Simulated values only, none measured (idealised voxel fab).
process module | voxel ribs on slabs
Square cells of 5 nm make up the cross-section cut, whose width is 190 nm.
When this document writes out a cross-section, it uses a grid of square cells and lists it as bands, beginning at the top and moving down, with a band standing for one or more rows of cells. Quick guide to a band line: top height, bottom height (nm) up front; then every material left to right with its width in nm. Only one material and it's marked "throughout"? Then it fills the band edge to edge. And "blank" just means empty space. A quick word on heights: they are counted from 0, and under that level the wafer as it came to us is one material throughout. The lowest band is different from the rest in having no bottom; it simply continues downward, written as in "0 down". Width spec "30 to 40" -> top row of cells at first value, bottom row at second value, equal per-row change in between. The designation "no alteration", where it is given for a processing step, indicates that no cell of the cross-section was altered in the course of that step. For the entry "Closed void listing", the listed items are empty spaces with no open way to the top whose size is 8 cells or more; each item follows the pattern width x height at distance, where distance is from the left edge and all three are in nm. It should be noted that, on the line of a given step, the content following the step's settings is a remark produced by the simulator itself with respect to that step. The line of a step may include "overlay nm". On a step with a mask, this value is how far to the right of its planned place the mask lay. A negative value means the mask lay to the left.

Planned process steps
1 RECEIVE [material Si]
2 DIRECTIONAL_DEP [material SiO2] [thk nm 30]
3 DIRECTIONAL_DEP [material polySi] [thk nm 20]
4 PATTERN [tone cover] [mask id RIB] [material resist] [width nm 30] [thk nm 20] [overlay nm 0]
5 DIRECTIONAL_ETCH [etch materials polySi] [depth nm 15]
6 STRIP [etch materials resist]
7 PATTERN [tone cover] [mask id SLAB] [material resist] [width nm 80] [thk nm 15] [overlay nm 0]
8 DIRECTIONAL_ETCH [etch materials polySi] [depth nm 5]
9 STRIP [etch materials resist]
10 FILL_DEP [material SiO2] [thk nm 20]
11 CMP [height nm 60]
12 DIRECTIONAL_DEP [material W] [thk nm 5]
13 MASKED_ETCH [tone cover] [mask id HEATER] [width nm 40] [etch materials W] [depth nm 5] [overlay nm 0]
14 CONFORMAL_DEP [material SiO2] [thk nm 5]

On the first of the two wafers: run conducted according to plan

As-received wafer cross-section (after step 1)
> 0 down = Si throughout
> Closed void listing: none

Cross-section: wafer state after step 2
> 30 to 0 = SiO2 throughout
> Below 0, no change.

Cross-section: wafer state after step 3
> 50 to 30 = polySi throughout
> Below 30, no change.

Cross-section: wafer state after step 4
> 70 to 50 = blank 80, resist 30, blank 80
> Below 50, no change.

Cross-section: wafer state after step 5
> 70 to 50 = blank 80, resist 30, blank 80
> 50 to 35 = blank 80, polySi 30, blank 80
> Below 35, no change.

Cross-section: wafer state after step 6
> 50 to 35 = blank 80, polySi 30, blank 80
> Below 35, no change.

Cross-section: wafer state after step 7
> 65 to 50 = blank 55, resist 80, blank 55
> 50 to 35 = blank 55, resist 25, polySi 30, resist 25, blank 55
> Below 35, no change.

Cross-section: wafer state after step 8
> 65 to 50 = blank 55, resist 80, blank 55
> 50 to 35 = blank 55, resist 25, polySi 30, resist 25, blank 55
> 35 to 30 = blank 55, polySi 80, blank 55
> Below 30, no change.

Cross-section: wafer state after step 9
> 50 to 35 = blank 80, polySi 30, blank 80
> Below 35, no change.

Cross-section: wafer state after step 10
> 70 to 50 = SiO2 throughout
> 50 to 35 = SiO2 80, polySi 30, SiO2 80
> 35 to 30 = SiO2 55, polySi 80, SiO2 55
> Below 30, no change.

Cross-section: wafer state after step 11
> 60 to 50 = SiO2 throughout
> Below 50, no change.

Cross-section: wafer state after step 12
> 65 to 60 = W throughout
> Below 60, no change.

Cross-section: wafer state after step 13
> 65 to 60 = blank 75, W 40, blank 75
> Below 60, no change.

Cross-section: wafer state after step 14
> 70 to 65 = blank 70, SiO2 50, blank 70
> 65 to 60 = SiO2 75, W 40, SiO2 75
> Below 60, no change.

Wafer two. Identical start, identical plan. One mistake in execution. Identical history through step 6

What the second wafer looks like in cross-section when step 7 should have wrapped up
> 65 to 50 = blank 45, resist 80, blank 65
> 50 to 35 = blank 45, resist 35, polySi 30, resist 15, blank 65
> Below 35, no change.

What the second wafer looks like in cross-section when step 8 should have wrapped up
> 65 to 50 = blank 45, resist 80, blank 65
> 50 to 35 = blank 45, resist 35, polySi 30, resist 15, blank 65
> 35 to 30 = blank 45, polySi 80, blank 65
> Below 30, no change.

What the second wafer looks like in cross-section when step 9 should have wrapped up
> 50 to 35 = blank 80, polySi 30, blank 80
> Below 35, no change.

What the second wafer looks like in cross-section when step 10 should have wrapped up
> 70 to 50 = SiO2 throughout
> 50 to 35 = SiO2 80, polySi 30, SiO2 80
> 35 to 30 = SiO2 45, polySi 80, SiO2 65
> Below 30, no change.

What the second wafer looks like in cross-section when step 11 should have wrapped up
> 60 to 50 = SiO2 throughout
> Below 50, no change.

What the second wafer looks like in cross-section when step 12 should have wrapped up
> 65 to 60 = W throughout
> Below 60, no change.

What the second wafer looks like in cross-section when step 13 should have wrapped up
> 65 to 60 = blank 75, W 40, blank 75
> Below 60, no change.

What the second wafer looks like in cross-section when step 14 should have wrapped up
> 70 to 65 = blank 70, SiO2 50, blank 70
> 65 to 60 = SiO2 75, W 40, SiO2 75
> Below 60, no change.
Plan not followed: step 7 ran as: PATTERN [tone cover] [mask id SLAB] [material resist] [width nm 80] [thk nm 15] [overlay nm -10]
The two final wafers agree on how many cells each material fills and disagree on which cells those are.
